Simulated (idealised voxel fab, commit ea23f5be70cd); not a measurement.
process module | voxel self aligned contacts
cross-section cut | 215 nm wide | cells 5 nm
A cross-section is a grid of square cells, given in bands from the top down. A band is one or more rows of cells.
Each band's line starts with the height of the band's top and of its bottom, in nm. Then come its materials from left to right, each with its width in nm. One material with "throughout" fills the band from edge to edge. "air" is empty space.
Height 0 is the level under which the wafer as received is all one material. The lowest band goes on downwards, as in "0 down".
A width such as "30 to 40" changes by the same amount from each row of cells to the next, from the band's top row to its bottom row.
"no change" after a step means that no cell of the cross-section changed.
closed voids: empty space of 8 cells or more with no open way to the top, each as width x height at its distance from the left edge, in nm
after a step's settings: what the simulator itself notes on the step
overlay nm, on a step with a mask: how far to the right of its planned place the mask lay; to the left if negative
plan
1 op RECEIVE | material Si
2 op OXIDIZE | depth nm 5
3 op DIRECTIONAL_DEP | material polySi | thk nm 25
4 op DIRECTIONAL_DEP | material SiN | thk nm 20
5 op DIRECTIONAL_DEP | material aC | thk nm 10
6 op PATTERN | tone cover | mask id GATE | material resist | width nm 25 | pitch nm 50 | thk nm 30 | overlay nm 0
7 op DIRECTIONAL_ETCH | etch materials aC | depth nm 10
8 op STRIP | etch materials resist
9 op DIRECTIONAL_ETCH | etch materials SiN | depth nm 20
10 op DIRECTIONAL_ETCH | etch materials polySi | depth nm 25
11 op STRIP | etch materials aC
12 op CONFORMAL_DEP | material SiN | thk nm 5
13 op DIRECTIONAL_ETCH | etch materials SiN | depth nm 5
14 op FILL_DEP | material SiO2 | thk nm 10
15 op CMP | height nm 50
16 op MASKED_ETCH | tone open | mask id CONTACT | width nm 35 | etch materials SiO2 | depth nm 55 | overlay nm 0
17 op CONFORMAL_DEP | material TiN | thk nm 5
18 op FILL_DEP | material Ru | thk nm 5
19 op CMP | height nm 50
20 op CONFORMAL_DEP | material SiN | thk nm 5
as received, after step 1
  0 down: Si throughout
  closed voids: none
a wafer at the end: this start, this plan, one mistake
  55 to 50: SiN throughout
  50 to 45: SiO2 90 | TiN 15 | Ru 5 | TiN 15 | SiO2 90
  45 to 25: SiO2 65 | SiN 35 | TiN 5 | Ru 5 | TiN 5 | SiN 35 | SiO2 65
  25 to 10: SiO2 65 | SiN 5 | polySi 25 | SiN 5 | TiN 5 | Ru 5 | TiN 5 | SiN 5 | polySi 25 | SiN 5 | SiO2 65
  10 to 5: SiO2 65 | SiN 5 | polySi 25 | SiN 5 | TiN 15 | SiN 5 | polySi 25 | SiN 5 | SiO2 65
  5 to 0: SiO2 65 | SiN 5 | polySi 25 | SiN 5 | SiO2 15 | SiN 5 | polySi 25 | SiN 5 | SiO2 65
  0 to -5: SiO2 throughout
  -5 down: Si throughout
  closed voids: none
what went wrong: step 16 ran as: op MASKED_ETCH | tone open | mask id CONTACT | width nm 35 | etch materials SiO2 | depth nm 45 | overlay nm 0
